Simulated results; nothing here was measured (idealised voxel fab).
Presented below is a process module, voxel self aligned contacts.
FYI the section here is cut, 255 nm wide, cells are 5 nm squares.
A cross-section is a grid of square cells, given in bands from the top down. A band is one or more rows of cells.
Heights first: top, then bottom, in nm. Then materials, left to right, each with a width in nm. "throughout" on a single material: fills the band edge to edge. "empty": empty space.
Below 0: as-received wafer, all one material; heights counted from there. Lowest band: no bottom, goes on down, written "0 down".
It should be noted that a width expressed as "30 to 40" varies in equal increments from row to row of cells within the band, taking the value of the first number at the top row and that of the second number at the bottom row.
The cross-section has no changed cell in any step marked "remained the same".
Entry "Cavities, sealed" = empty spaces >= 8 cells with no open way to the top; each as width x height at distance, distance from left edge, all nm.
Past the settings on a step's line: simulator remark, on that step.
The setting "overlay nm" may be written on the line of a step. When the step uses a mask, the value reports how far to the right of the planned place the mask lay, and a negative value reports that it lay to the left.

This section lists the process steps that were planned:
1: RECEIVE | material Si
2: CONFORMAL_DEP | material SiO2 | thk nm 5
3: DIRECTIONAL_DEP | material polySi | thk nm 25
4: DIRECTIONAL_DEP | material SiN | thk nm 25
5: PATTERN | tone cover | mask id GATE | material resist | width nm 35 | pitch nm 75 | thk nm 15 | overlay nm 0
6: DIRECTIONAL_ETCH | etch materials SiN | depth nm 25
7: DIRECTIONAL_ETCH | etch materials polySi | depth nm 25
8: STRIP | etch materials resist
9: CONFORMAL_DEP | material SiN | thk nm 10
10: DIRECTIONAL_ETCH | etch materials SiN | depth nm 10
11: FILL_DEP | material SiO2 | thk nm 15
12: CMP | height nm 65
13: MASKED_ETCH | tone open | mask id CONTACT | width nm 50 | pitch nm 75 | etch materials SiO2 | depth nm 65 | overlay nm 0
14: CONFORMAL_DEP | material TiN | thk nm 5
15: FILL_DEP | material Ru | thk nm 10
16: CMP | height nm 65
17: CONFORMAL_DEP | material SiN | thk nm 5
The thk nm used in step 2 is not the same on every wafer, whereas the starting condition is; the value printed in the plan is the first wafer's.

The first of several wafers in cross-section, exactly as it reached us after step 1:
- 0 down | Si throughout
- Cavities, sealed: none

Here's the first of several wafers in cross-section, end of the module, after the last step, step 17:
- 70 to 65 | SiN throughout
- 65 to 55 | SiO2: 65 / TiN: 5 to 20 / Ru: 40 to 10 / TiN: 5 to 20 / SiO2: 25 / TiN: 5 to 20 / Ru: 40 to 10 / TiN: 5 to 20 / SiO2: 65
- 55 to 30 | SiO2: 25 / SiN: 55 / TiN: 5 / Ru: 10 / TiN: 5 / SiN: 55 / TiN: 5 / Ru: 10 / TiN: 5 / SiN: 55 / SiO2: 25
- 30 to 5 | SiO2: 25 / SiN: 10 / polySi: 35 / SiN: 10 / TiN: 5 / Ru: 10 / TiN: 5 / SiN: 10 / polySi: 35 / SiN: 10 / TiN: 5 / Ru: 10 / TiN: 5 / SiN: 10 / polySi: 35 / SiN: 10 / SiO2: 25
- 5 to 0 | SiO2: 80 / TiN: 20 / SiO2: 55 / TiN: 20 / SiO2: 80
- 0 down | Si throughout
- Cavities, sealed: none

Cross-section, last wafer, module completion:
- 70 to 65 | SiN throughout
- 65 to 45 | SiO2: 25 / SiN: 55 / TiN: 5 / Ru: 10 / TiN: 5 / SiN: 55 / TiN: 5 / Ru: 10 / TiN: 5 / SiN: 55 / SiO2: 25
- 45 to 20 | SiO2: 25 / SiN: 10 / polySi: 35 / SiN: 10 / TiN: 5 / Ru: 10 / TiN: 5 / SiN: 10 / polySi: 35 / SiN: 10 / TiN: 5 / Ru: 10 / TiN: 5 / SiN: 10 / polySi: 35 / SiN: 10 / SiO2: 25
- 20 to 5 | SiO2: 80 / TiN: 5 / Ru: 10 / TiN: 5 / SiO2: 55 / TiN: 5 / Ru: 10 / TiN: 5 / SiO2: 80
- 5 to 0 | SiO2: 80 / TiN: 20 / SiO2: 55 / TiN: 20 / SiO2: 80
- 0 down | Si throughout
- Cavities, sealed: none

Here is how to read the rows: every wafer has a row, and it shows the wafer at the end of the module, giving for each material how many cells were gained (+) or lost (-) since the wafer was received, then listing its closed voids:
thk nm 5; +60 Ru; +276 SiN; +205 SiO2; +68 TiN; +105 polySi; Cavities, sealed: none
thk nm 10; +48 Ru; +276 SiN; +217 SiO2; +68 TiN; +105 polySi; Cavities, sealed: none
thk nm 15; +48 Ru; +276 SiN; +229 SiO2; +56 TiN; +105 polySi; Cavities, sealed: none
thk nm 20; +48 Ru; +243 SiN; +262 SiO2; +56 TiN; +105 polySi; Cavities, sealed: none
